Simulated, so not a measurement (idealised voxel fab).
The following is a process module called voxel spacer lines.
Displayed cross-section: cut, width of 165 nm, square cells sized 5 nm.
Cross-section = grid of square cells, listed top down in bands; band = one or more rows.
Read a band's entry like this: the first values are the height of its top and the height of its bottom in nm, and what follows is the sequence of materials from left to right, each with its width in nm. Note that "air" is empty space, and that a single material marked "edge to edge" reaches across the band from edge to edge.
Beneath 0, the wafer as received is one material, and that level is where height counting begins. The lowest band goes on downward without a bottom; it is written like "0 -> down".
Width spec "30..40" -> top row of cells at first value, bottom row at second value, equal per-row change in between.
Where a step carries "nothing different", the cross-section came out of it unchanged, cell for cell.
"Enclosed void entries" specifies each empty space that is not open to the top and that occupies no fewer than 8 cells, using the form width x height at distance, the distance measured from the left edge and all three quantities in nm.
Step line, after settings: the simulator's comment on this step.
overlay nm: where the mask lay relative to plan, measured to the right, on steps with a mask; negatives go left.

### Process steps foreseen in the plan
step 1: RECEIVE with material Si
step 2: CONFORMAL_DEP with material Al2O3, thk nm 5
step 3: DIRECTIONAL_DEP with material polySi, thk nm 20
step 4: DIRECTIONAL_DEP with material aC, thk nm 30
step 5: PATTERN with tone cover, mask id MANDREL, material resist, width nm 20, pitch nm 70, thk nm 35, overlay nm 0
step 6: DIRECTIONAL_ETCH with etch materials aC, depth nm 30
step 7: STRIP with etch materials resist
step 8: CONFORMAL_DEP with material SiO2, thk nm 15
step 9: DIRECTIONAL_ETCH with etch materials SiO2, depth nm 15
step 10: STRIP with etch materials aC
step 11: DIRECTIONAL_ETCH with etch materials polySi, depth nm 20
step 12: STRIP with etch materials SiO2

### Cross-section: wafer on arrival = after step 1
	0 -> down | Si edge to edge
	Enclosed void entries: none

### Cross-section taken at module completion on the first of two wafers; processed per the plan
	25 -> 5 | air (20), then polySi (15), then air (20), then polySi (15), then air (20), then polySi (15), then air (20), then polySi (15), then air (25)
	5 -> 0 | Al2O3 edge to edge
	0 -> down | Si edge to edge
	Enclosed void entries: none

### Cross-sectional image of the second wafer of the two following completion of the module. Starting state and process plan were the same as for the first wafer; one execution error occurred
	55 -> 25 | Al2O3 edge to edge
	25 -> 5 | polySi edge to edge
	5 -> 0 | Al2O3 edge to edge
	0 -> down | Si edge to edge
	Enclosed void entries: none
Misprocessing identified: step 4 ran as: DIRECTIONAL_DEP with material Al2O3, thk nm 30
Cell-count delta at end, second wafer over first, by material: Al2O3 +198; polySi +84
